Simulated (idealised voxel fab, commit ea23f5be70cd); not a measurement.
The process module that follows is named voxel air gaps.
This is section cut - it's 255 nm across, gridded in 5 nm square cells.
Heads up, the way a cross-section reads in here is a grid of square cells, handed over as bands from the top down, with every band being one or more rows of cells.
Within each band entry, the heights of the top and of the bottom of the band appear first, in that order and in nm; the materials of the band then follow from left to right, each with its corresponding width in nm. The designation "edge to edge" on a single material indicates that it fills the band from edge to edge; the designation "air" indicates empty space.
Convention: height 0 is the level below which the wafer, as received, is all one material. The lowest band does not terminate at the bottom but continues downward, represented as "top 0, no bottom".
Graded width ("30..40"): value in top row of band = first number; value in bottom row = second number; row-to-row change constant.
Step marked "nothing got changed"? Then no cell in the cross-section changed in it.
Empty spaces without an open route to the top, at least 8 cells in extent, make up the entry "Unvented voids"; each is given as width x height at distance, where the distance is measured from the left edge, and all are in nm.
What comes after the settings on a step's line is commentary from the simulator itself on that step.
overlay nm: mask offset rightward from planned place, masked step; negative means leftward offset.

## List of planned process steps
- 1: RECEIVE, material Si
- 2: CONFORMAL_DEP, material SiO2, thk nm 15
- 3: CONFORMAL_DEP, material SiCN, thk nm 5
- 4: DIRECTIONAL_DEP, material lowk, thk nm 30
- 5: MASKED_ETCH, tone open, mask id LINES, width nm 20, pitch nm 45, etch materials lowk, depth nm 30, overlay nm 0
- 6: CONFORMAL_DEP, material TiN, thk nm 5
- 7: FILL_DEP, material W, thk nm 10
- 8: CMP, height nm 50
- 9: EPI, material Ru, thk nm 10
- 10: SELECTIVE_ETCH, etch materials lowk, depth nm 40
- 11: CONFORMAL_DEP, material SiCN, thk nm 5
For clarity, it should be stated that the wafers under discussion commence in an identical condition and differ with respect to the thk nm of step 6, the plan indicating the value that the first wafer had.

## Cross-section of the first of several wafers as received (after step 1)
* top 0, no bottom = Si edge to edge
* Unvented voids: none

## Module finished, last step 11 done: cross-section of the first of several wafers
* top 65, bottom 60 = air: 55, then SiCN: 140, then air: 60
* top 60, bottom 50 = air: 55, then SiCN: 5, then Ru: 40, then SiCN: 5, then Ru: 40, then SiCN: 5, then Ru: 40, then SiCN: 5, then air: 60
* top 50, bottom 45 = air: 55, then SiCN: 15, then TiN: 5, then W: 10, then TiN: 5, then SiCN: 25, then TiN: 5, then W: 10, then TiN: 5, then SiCN: 25, then TiN: 5, then W: 10, then TiN: 5, then SiCN: 15, then air: 60
* top 45, bottom 25 = air: 65, then SiCN: 5, then TiN: 5, then W: 10, then TiN: 5, then SiCN: 5, then air: 15, then SiCN: 5, then TiN: 5, then W: 10, then TiN: 5, then SiCN: 5, then air: 15, then SiCN: 5, then TiN: 5, then W: 10, then TiN: 5, then SiCN: 5, then air: 70
* top 25, bottom 20 = SiCN: 70, then TiN: 20, then SiCN: 25, then TiN: 20, then SiCN: 25, then TiN: 20, then SiCN: 75
* top 20, bottom 15 = SiCN edge to edge
* top 15, bottom 0 = SiO2 edge to edge
* top 0, no bottom = Si edge to edge
* Unvented voids: 15 x 20 at 95; 15 x 20 at 140

## The final wafer, sectioned at module end
* top 65, bottom 60 = air: 55, then SiCN: 140, then air: 60
* top 60, bottom 50 = air: 55, then SiCN: 5, then Ru: 40, then SiCN: 5, then Ru: 40, then SiCN: 5, then Ru: 40, then SiCN: 5, then air: 60
* top 50, bottom 45 = air: 55, then SiCN: 15, then TiN: 20, then SiCN: 25, then TiN: 20, then SiCN: 25, then TiN: 20, then SiCN: 15, then air: 60
* top 45, bottom 25 = air: 65, then SiCN: 5, then TiN: 20, then SiCN: 5, then air: 15, then SiCN: 5, then TiN: 20, then SiCN: 5, then air: 15, then SiCN: 5, then TiN: 20, then SiCN: 5, then air: 70
* top 25, bottom 20 = SiCN: 70, then TiN: 20, then SiCN: 25, then TiN: 20, then SiCN: 25, then TiN: 20, then SiCN: 75
* top 20, bottom 15 = SiCN edge to edge
* top 15, bottom 0 = SiO2 edge to edge
* top 0, no bottom = Si edge to edge
* Unvented voids: 15 x 20 at 95; 15 x 20 at 140

## Heads up, this table goes wafer by wafer. A row tells you, at the end of the module, how many cells of each material that wafer has put on (+) or dropped (-) since it was received, and then its closed voids
thk nm 5; +48 Ru; +166 SiCN; +153 SiO2; +42 TiN; +30 W; Unvented voids: 15 x 20 at 95; 15 x 20 at 140
thk nm 10; +48 Ru; +166 SiCN; +153 SiO2; +72 TiN; Unvented voids: 15 x 20 at 95; 15 x 20 at 140
thk nm 15; +48 Ru; +166 SiCN; +153 SiO2; +72 TiN; Unvented voids: 15 x 20 at 95; 15 x 20 at 140
thk nm 20; +48 Ru; +166 SiCN; +153 SiO2; +72 TiN; Unvented voids: 15 x 20 at 95; 15 x 20 at 140
